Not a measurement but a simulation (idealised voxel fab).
process module | voxel fin reveal
cross-section cut | 210 nm wide | cells 5 nm
A cross-section is a grid of square cells, given in bands from the top down. A band is one or more rows of cells.
Each band's line starts with the height of the band's top and of its bottom, in nm. Then come its materials from left to right, each with its width in nm. One material with "throughout" fills the band from edge to edge. "air" is empty space.
Height 0 is the level under which the wafer as received is all one material. The lowest band goes on downwards, as in "0 down".
A width such as "30 to 40" changes by the same amount from each row of cells to the next, from the band's top row to its bottom row.
"no change" after a step means that no cell of the cross-section changed.
closed voids: empty space of 8 cells or more with no open way to the top, each as width x height at its distance from the left edge, in nm
after a step's settings: what the simulator itself notes on the step
overlay nm, on a step with a mask: how far to the right of its planned place the mask lay; to the left if negative
plan
1 op RECEIVE | material Si
2 op CONFORMAL_DEP | material SiN | thk nm 5
3 op PATTERN | tone cover | mask id FINS | material resist | width nm 15 | pitch nm 45 | thk nm 15 | overlay nm 0
4 op DIRECTIONAL_ETCH | etch materials SiN | depth nm 5
5 op DIRECTIONAL_ETCH | etch materials Si | depth nm 35
6 op STRIP | etch materials resist
7 op FILL_DEP | material SiO2 | thk nm 15
8 op CMP | height nm 5
9 op SELECTIVE_ETCH | etch materials SiO2 | depth nm 30
10 op STRIP | etch materials SiN
11 op CONFORMAL_DEP | material HfO2 | thk nm 5
first wafer, as planned
as received, after step 1
  0 down: Si throughout
  closed voids: none
after step 2
  5 to 0: SiN throughout
  below 0: unchanged
after step 3
  20 to 5: air 50 | resist 15 | air 30 | resist 15 | air 30 | resist 15 | air 55
  below 5: unchanged
after step 4
  20 to 5: air 50 | resist 15 | air 30 | resist 15 | air 30 | resist 15 | air 55
  5 to 0: air 50 | SiN 15 | air 30 | SiN 15 | air 30 | SiN 15 | air 55
  below 0: unchanged
after step 5
  20 to 5: air 50 | resist 15 | air 30 | resist 15 | air 30 | resist 15 | air 55
  5 to 0: air 50 | SiN 15 | air 30 | SiN 15 | air 30 | SiN 15 | air 55
  0 to -35: air 50 | Si 15 | air 30 | Si 15 | air 30 | Si 15 | air 55
  below -35: unchanged
after step 6
  5 to 0: air 50 | SiN 15 | air 30 | SiN 15 | air 30 | SiN 15 | air 55
  below 0: unchanged
after step 7
  20 to 5: SiO2 throughout
  5 to 0: SiO2 50 | SiN 15 | SiO2 30 | SiN 15 | SiO2 30 | SiN 15 | SiO2 55
  0 to -35: SiO2 50 | Si 15 | SiO2 30 | Si 15 | SiO2 30 | Si 15 | SiO2 55
  below -35: unchanged
after step 8
  5 to 0: SiO2 50 | SiN 15 | SiO2 30 | SiN 15 | SiO2 30 | SiN 15 | SiO2 55
  below 0: unchanged
after step 9
  5 to 0: air 50 | SiN 15 | air 30 | SiN 15 | air 30 | SiN 15 | air 55
  0 to -25: air 50 | Si 15 | air 30 | Si 15 | air 30 | Si 15 | air 55
  below -25: unchanged
after step 10
  0 to -25: air 50 | Si 15 | air 30 | Si 15 | air 30 | Si 15 | air 55
  below -25: unchanged
after step 11
  5 to 0: air 45 | HfO2 25 | air 20 | HfO2 25 | air 20 | HfO2 25 | air 50
  0 to -20: air 45 | HfO2 5 | Si 15 | HfO2 5 | air 20 | HfO2 5 | Si 15 | HfO2 5 | air 20 | HfO2 5 | Si 15 | HfO2 5 | air 50
  -20 to -25: HfO2 50 | Si 15 | HfO2 30 | Si 15 | HfO2 30 | Si 15 | HfO2 55
  below -25: unchanged
second wafer: like start, like plan, one mistake. Through step 2 it matches the first wafer
when step 3 should have ended
  20 to 5: air 45 | resist 15 | air 30 | resist 15 | air 30 | resist 15 | air 60
  below 5: unchanged
when step 4 should have ended
  20 to 5: air 45 | resist 15 | air 30 | resist 15 | air 30 | resist 15 | air 60
  5 to 0: air 45 | SiN 15 | air 30 | SiN 15 | air 30 | SiN 15 | air 60
  below 0: unchanged
when step 5 should have ended
  20 to 5: air 45 | resist 15 | air 30 | resist 15 | air 30 | resist 15 | air 60
  5 to 0: air 45 | SiN 15 | air 30 | SiN 15 | air 30 | SiN 15 | air 60
  0 to -35: air 45 | Si 15 | air 30 | Si 15 | air 30 | Si 15 | air 60
  below -35: unchanged
when step 6 should have ended
  5 to 0: air 45 | SiN 15 | air 30 | SiN 15 | air 30 | SiN 15 | air 60
  below 0: unchanged
when step 7 should have ended
  20 to 5: SiO2 throughout
  5 to 0: SiO2 45 | SiN 15 | SiO2 30 | SiN 15 | SiO2 30 | SiN 15 | SiO2 60
  0 to -35: SiO2 45 | Si 15 | SiO2 30 | Si 15 | SiO2 30 | Si 15 | SiO2 60
  below -35: unchanged
when step 8 should have ended
  5 to 0: SiO2 45 | SiN 15 | SiO2 30 | SiN 15 | SiO2 30 | SiN 15 | SiO2 60
  below 0: unchanged
when step 9 should have ended
  5 to 0: air 45 | SiN 15 | air 30 | SiN 15 | air 30 | SiN 15 | air 60
  0 to -25: air 45 | Si 15 | air 30 | Si 15 | air 30 | Si 15 | air 60
  below -25: unchanged
when step 10 should have ended
  0 to -25: air 45 | Si 15 | air 30 | Si 15 | air 30 | Si 15 | air 60
  below -25: unchanged
when step 11 should have ended
  5 to 0: air 40 | HfO2 25 | air 20 | HfO2 25 | air 20 | HfO2 25 | air 55
  0 to -20: air 40 | HfO2 5 | Si 15 | HfO2 5 | air 20 | HfO2 5 | Si 15 | HfO2 5 | air 20 | HfO2 5 | Si 15 | HfO2 5 | air 55
  -20 to -25: HfO2 45 | Si 15 | HfO2 30 | Si 15 | HfO2 30 | Si 15 | HfO2 60
  below -25: unchanged
what went wrong: step 3 ran as: op PATTERN | tone cover | mask id FINS | material resist | width nm 15 | pitch nm 45 | thk nm 15 | overlay nm -5
at the end the second wafer has, in cells: as many of each material as the first, in other places
